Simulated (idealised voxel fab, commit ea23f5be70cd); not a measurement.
The document below concerns the process module designated voxel self aligned contacts.
The cross-section on display is named cut; it measures 225 nm wide, and its cells are 5 nm squares.
Square cells in a grid make up a cross-section in this document, and the grid is given as bands, listed from the top down, each one or more rows of cells. It is stipulated that each band's entry specify, in nanometres, the height of the top of the band and then that of its bottom, followed by the materials of the band in left-to-right sequence, each together with its width in nanometres. A single material marked by the word "throughout" is understood to fill the band from edge to edge; the word "empty" is understood to denote empty space. Note: height 0 marks the level under which the wafer is uniformly one material as received. Lowest band unbounded below, written "0 and below". It should be noted that a width expressed as "30..40" varies in equal increments from row to row of cells within the band, taking the value of the first number at the top row and that of the second number at the bottom row. No cell of the cross-section changed in a step that is given as "nothing different". Closed-off voids of 8+ cells (no open route to the top) go in "Enclosed voids", written width x height at distance from the left edge, in nm. after a step's settings: what the simulator itself notes on the step. A step line may carry the setting "overlay nm", which, for steps involving a mask, states the distance by which the mask lay to the right of its intended position; negative values denote displacement to the left.

**Planned process steps**
step 1: RECEIVE, material Si
step 2: OXIDIZE, depth nm 5
step 3: DIRECTIONAL_DEP, material polySi, thk nm 30
step 4: DIRECTIONAL_DEP, material SiN, thk nm 25
step 5: MASKED_ETCH, tone cover, mask id GATE, width nm 30, pitch nm 75, etch materials SiN, depth nm 25, overlay nm 0
step 6: MASKED_ETCH, tone cover, mask id GATE, width nm 30, pitch nm 75, etch materials polySi, depth nm 30, overlay nm 0
step 7: CONFORMAL_DEP, material SiN, thk nm 10
step 8: DIRECTIONAL_ETCH, etch materials SiN, depth nm 10
step 9: FILL_DEP, material SiO2, thk nm 10
step 10: CMP, height nm 60
step 11: PATTERN, tone open, mask id CONTACT, material resist, width nm 55, pitch nm 75, thk nm 15, overlay nm 0
step 12: DIRECTIONAL_ETCH, etch materials SiO2, depth nm 65
step 13: STRIP, etch materials resist
step 14: CONFORMAL_DEP, material TiN, thk nm 5
step 15: FILL_DEP, material Ru, thk nm 5
step 16: CMP, height nm 60
step 17: CONFORMAL_DEP, material SiCN, thk nm 5

**First of two wafers, processed according to plan**

**As-received state of the wafer in cross-section, equivalent to post-step 1**
    0 and below  Si throughout
    Enclosed voids: none

**after step 2**
    0 down to -5  SiO2 throughout
    No changes below -5.

**after step 3**
    30 down to 0  polySi throughout
    No changes below 0.

**after step 4**
    55 down to 30  SiN throughout
    No changes below 30.

**after step 5**
    55 down to 30  20 of empty, then 30 of SiN, then 45 of empty, then 30 of SiN, then 45 of empty, then 30 of SiN, then 25 of empty
    No changes below 30.

**after step 6**
    55 down to 30  20 of empty, then 30 of SiN, then 45 of empty, then 30 of SiN, then 45 of empty, then 30 of SiN, then 25 of empty
    30 down to 0  20 of empty, then 30 of polySi, then 45 of empty, then 30 of polySi, then 45 of empty, then 30 of polySi, then 25 of empty
    No changes below 0.

**after step 7**
    65 down to 30  10 of empty, then 50 of SiN, then 25 of empty, then 50 of SiN, then 25 of empty, then 50 of SiN, then 15 of empty
    30 down to 10  10 of empty, then 10 of SiN, then 30 of polySi, then 10 of SiN, then 25 of empty, then 10 of SiN, then 30 of polySi, then 10 of SiN, then 25 of empty, then 10 of SiN, then 30 of polySi, then 10 of SiN, then 15 of empty
    10 down to 0  20 of SiN, then 30 of polySi, then 45 of SiN, then 30 of polySi, then 45 of SiN, then 30 of polySi, then 25 of SiN
    No changes below 0.

**after step 8**
    55 down to 30  10 of empty, then 50 of SiN, then 25 of empty, then 50 of SiN, then 25 of empty, then 50 of SiN, then 15 of empty
    30 down to 0  10 of empty, then 10 of SiN, then 30 of polySi, then 10 of SiN, then 25 of empty, then 10 of SiN, then 30 of polySi, then 10 of SiN, then 25 of empty, then 10 of SiN, then 30 of polySi, then 10 of SiN, then 15 of empty
    No changes below 0.

**after step 9**
    65 down to 55  SiO2 throughout
    55 down to 30  10 of SiO2, then 50 of SiN, then 25 of SiO2, then 50 of SiN, then 25 of SiO2, then 50 of SiN, then 15 of SiO2
    30 down to 0  10 of SiO2, then 10 of SiN, then 30 of polySi, then 10 of SiN, then 25 of SiO2, then 10 of SiN, then 30 of polySi, then 10 of SiN, then 25 of SiO2, then 10 of SiN, then 30 of polySi, then 10 of SiN, then 15 of SiO2
    No changes below 0.

**after step 10**
    60 down to 55  SiO2 throughout
    No changes below 55.

**after step 11**
    75 down to 60  45 of resist, then 55 of empty, then 20 of resist, then 55 of empty, then 50 of resist
    No changes below 60.

**after step 12**
    75 down to 60  45 of resist, then 55 of empty, then 20 of resist, then 55 of empty, then 50 of resist
    60 down to 55  45 of SiO2, then 55 of empty, then 20 of SiO2, then 55 of empty, then 50 of SiO2
    55 down to 30  10 of SiO2, then 50 of SiN, then 25 of empty, then 50 of SiN, then 25 of empty, then 50 of SiN, then 15 of SiO2
    30 down to 0  10 of SiO2, then 10 of SiN, then 30 of polySi, then 10 of SiN, then 25 of empty, then 10 of SiN, then 30 of polySi, then 10 of SiN, then 25 of empty, then 10 of SiN, then 30 of polySi, then 10 of SiN, then 15 of SiO2
    0 down to -5  60 of SiO2, then 25 of empty, then 50 of SiO2, then 25 of empty, then 65 of SiO2
    No changes below -5.

**after step 13**
    60 down to 55  45 of SiO2, then 55 of empty, then 20 of SiO2, then 55 of empty, then 50 of SiO2
    No changes below 55.

**after step 14**
    65 down to 60  50 of TiN, then 45 of empty, then 30 of TiN, then 45 of empty, then 55 of TiN
    60 down to 55  45 of SiO2, then 20 of TiN, then 15 of empty, then 20 of TiN, then 20 of SiO2, then 20 of TiN, then 15 of empty, then 20 of TiN, then 50 of SiO2
    55 down to 30  10 of SiO2, then 50 of SiN, then 5 of TiN, then 15 of empty, then 5 of TiN, then 50 of SiN, then 5 of TiN, then 15 of empty, then 5 of TiN, then 50 of SiN, then 15 of SiO2
    30 down to 0  10 of SiO2, then 10 of SiN, then 30 of polySi, then 10 of SiN, then 5 of TiN, then 15 of empty, then 5 of TiN, then 10 of SiN, then 30 of polySi, then 10 of SiN, then 5 of TiN, then 15 of empty, then 5 of TiN, then 10 of SiN, then 30 of polySi, then 10 of SiN, then 15 of SiO2
    0 down to -5  60 of SiO2, then 25 of TiN, then 50 of SiO2, then 25 of TiN, then 65 of SiO2
    No changes below -5.

**after step 15**
    70 down to 65  Ru throughout
    65 down to 60  50 of TiN, then 45 of Ru, then 30 of TiN, then 45 of Ru, then 55 of TiN
    60 down to 55  45 of SiO2, then 20 of TiN, then 15 of Ru, then 20 of TiN, then 20 of SiO2, then 20 of TiN, then 15 of Ru, then 20 of TiN, then 50 of SiO2
    55 down to 30  10 of SiO2, then 50 of SiN, then 5 of TiN, then 15 of Ru, then 5 of TiN, then 50 of SiN, then 5 of TiN, then 15 of Ru, then 5 of TiN, then 50 of SiN, then 15 of SiO2
    30 down to 0  10 of SiO2, then 10 of SiN, then 30 of polySi, then 10 of SiN, then 5 of TiN, then 15 of Ru, then 5 of TiN, then 10 of SiN, then 30 of polySi, then 10 of SiN, then 5 of TiN, then 15 of Ru, then 5 of TiN, then 10 of SiN, then 30 of polySi, then 10 of SiN, then 15 of SiO2
    No changes below 0.

**after step 16**
    60 down to 55  45 of SiO2, then 20 of TiN, then 15 of Ru, then 20 of TiN, then 20 of SiO2, then 20 of TiN, then 15 of Ru, then 20 of TiN, then 50 of SiO2
    No changes below 55.

**after step 17**
    65 down to 60  SiCN throughout
    No changes below 60.

**The remaining wafer, second of the two, started like the first and was run to the same plan, except that one mistake was made along the way; the two coincide through step 10, inclusive**

**What the second wafer looks like in cross-section when step 11 should have wrapped up**
    75 down to 60  45 of empty, then 55 of resist, then 20 of empty, then 55 of resist, then 50 of empty
    No changes below 60.

**What the second wafer looks like in cross-section when step 12 should have wrapped up**
    75 down to 60  45 of empty, then 55 of resist, then 20 of empty, then 55 of resist, then 50 of empty
    60 down to 55  45 of empty, then 55 of SiO2, then 20 of empty, then 55 of SiO2, then 50 of empty
    55 down to 30  10 of empty, then 50 of SiN, then 25 of SiO2, then 50 of SiN, then 25 of SiO2, then 50 of SiN, then 15 of empty
    30 down to 0  10 of empty, then 10 of SiN, then 30 of polySi, then 10 of SiN, then 25 of SiO2, then 10 of SiN, then 30 of polySi, then 10 of SiN, then 25 of SiO2, then 10 of SiN, then 30 of polySi, then 10 of SiN, then 15 of empty
    0 down to -5  10 of empty, then 200 of SiO2, then 15 of empty
    No changes below -5.

**What the second wafer looks like in cross-section when step 13 should have wrapped up**
    60 down to 55  45 of empty, then 55 of SiO2, then 20 of empty, then 55 of SiO2, then 50 of empty
    No changes below 55.

**What the second wafer looks like in cross-section when step 14 should have wrapped up**
    65 down to 60  40 of empty, then 65 of TiN, then 10 of empty, then 65 of TiN, then 45 of empty
    60 down to 55  5 of empty, then 40 of TiN, then 55 of SiO2, then 20 of TiN, then 55 of SiO2, then 40 of TiN, then 10 of empty
    55 down to 30  5 of empty, then 5 of TiN, then 50 of SiN, then 25 of SiO2, then 50 of SiN, then 25 of SiO2, then 50 of SiN, then 5 of TiN, then 10 of empty
    30 down to 0  5 of empty, then 5 of TiN, then 10 of SiN, then 30 of polySi, then 10 of SiN, then 25 of SiO2, then 10 of SiN, then 30 of polySi, then 10 of SiN, then 25 of SiO2, then 10 of SiN, then 30 of polySi, then 10 of SiN, then 5 of TiN, then 10 of empty
    0 down to -5  10 of TiN, then 200 of SiO2, then 15 of TiN
    No changes below -5.

**What the second wafer looks like in cross-section when step 15 should have wrapped up**
    70 down to 65  Ru throughout
    65 down to 60  40 of Ru, then 65 of TiN, then 10 of Ru, then 65 of TiN, then 45 of Ru
    60 down to 55  5 of Ru, then 40 of TiN, then 55 of SiO2, then 20 of TiN, then 55 of SiO2, then 40 of TiN, then 10 of Ru
    55 down to 30  5 of Ru, then 5 of TiN, then 50 of SiN, then 25 of SiO2, then 50 of SiN, then 25 of SiO2, then 50 of SiN, then 5 of TiN, then 10 of Ru
    30 down to 0  5 of Ru, then 5 of TiN, then 10 of SiN, then 30 of polySi, then 10 of SiN, then 25 of SiO2, then 10 of SiN, then 30 of polySi, then 10 of SiN, then 25 of SiO2, then 10 of SiN, then 30 of polySi, then 10 of SiN, then 5 of TiN, then 10 of Ru
    No changes below 0.

**What the second wafer looks like in cross-section when step 16 should have wrapped up**
    60 down to 55  5 of Ru, then 40 of TiN, then 55 of SiO2, then 20 of TiN, then 55 of SiO2, then 40 of TiN, then 10 of Ru
    No changes below 55.

**What the second wafer looks like in cross-section when step 17 should have wrapped up**
    65 down to 60  SiCN throughout
    No changes below 60.
The mistake made against the process plan was this: step 11 was run on a setting that differed from the plan, and what really ran there is PATTERN, tone cover, mask id CONTACT, material resist, width nm 55, pitch nm 75, thk nm 15, overlay nm 0
at the end the second wafer has, in cells: Ru -36 | SiO2 +59 | TiN -23
